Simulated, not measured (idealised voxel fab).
Process module, titled voxel ribs on slabs
The width of the displayed cross-section, cut, is 190 nm; its cells are square, with a size of 5 nm.
When this document writes out a cross-section, it uses a grid of square cells and lists it as bands, beginning at the top and moving down, with a band standing for one or more rows of cells.
Per band: top height and bottom height in nm, followed by the left-to-right materials and their widths in nm; "everywhere" marks a single material spanning edge to edge, "empty" marks empty space.
Height 0 is the level under which the wafer as received is all one material. The lowest band goes on downwards, as in "top 0, no bottom".
The width entry "30..40" should be interpreted row by row: the top row of cells in the band takes the first number, the bottom row takes the second number, and the change between adjacent rows is uniform throughout.
Given "no modification" for a step, no cell of the cross-section differs between before and after that step.
The label "Completely enclosed voids" introduces a list of the empty spaces, 8 cells or larger, that have no open way up to the top; each entry in it reads width x height at distance, where the distance is taken from the left edge and all three are stated in nm.
The remark found on a step's line after its settings is issued by the simulator itself and pertains to that step.
A step's line can hold "overlay nm"; with a mask on that step, the setting says how far right of the planned place the mask lay, while a negative setting says it lay to the left.
## Intended process steps
1) RECEIVE,material Si
2) DIRECTIONAL_DEP,material SiO2,thk nm 30
3) DIRECTIONAL_DEP,material SiN,thk nm 25
4) MASKED_ETCH,tone cover,mask id RIB,width nm 20,etch materials SiN,depth nm 15,overlay nm 0
5) MASKED_ETCH,tone cover,mask id SLAB,width nm 50,etch materials SiN,depth nm 10,overlay nm 0
6) FILL_DEP,material SiO2,thk nm 15
7) CMP,height nm 55
8) DIRECTIONAL_DEP,material TiN,thk nm 10
9) PATTERN,tone cover,mask id HEATER,material resist,width nm 30,thk nm 20,overlay nm 0
10) DIRECTIONAL_ETCH,etch materials TiN,depth nm 10
11) STRIP,etch materials resist
12) CONFORMAL_DEP,material SiN,thk nm 10
Heads up: all these wafers start the same, and what changes between them is the height nm in step 7. The value you see in the plan is just what the first wafer got.
## As-received state after step 1, first of several wafers, cross-section
top 0, no bottom = Si everywhere
Completely enclosed voids: none
## So in this table every wafer gets its own row, and what you see is where it stands at the end of the module: for each material, how many cells it picked up (+) or gave up (-) since we received it, and after that its closed voids
height nm 55; +116 SiN; +386 SiO2; +12 TiN; Completely enclosed voids: none
height nm 60; +116 SiN; +424 SiO2; +12 TiN; Completely enclosed voids: none
height nm 65; +116 SiN; +462 SiO2; +12 TiN; Completely enclosed voids: none
height nm 70; +116 SiN; +500 SiO2; +12 TiN; Completely enclosed voids: none
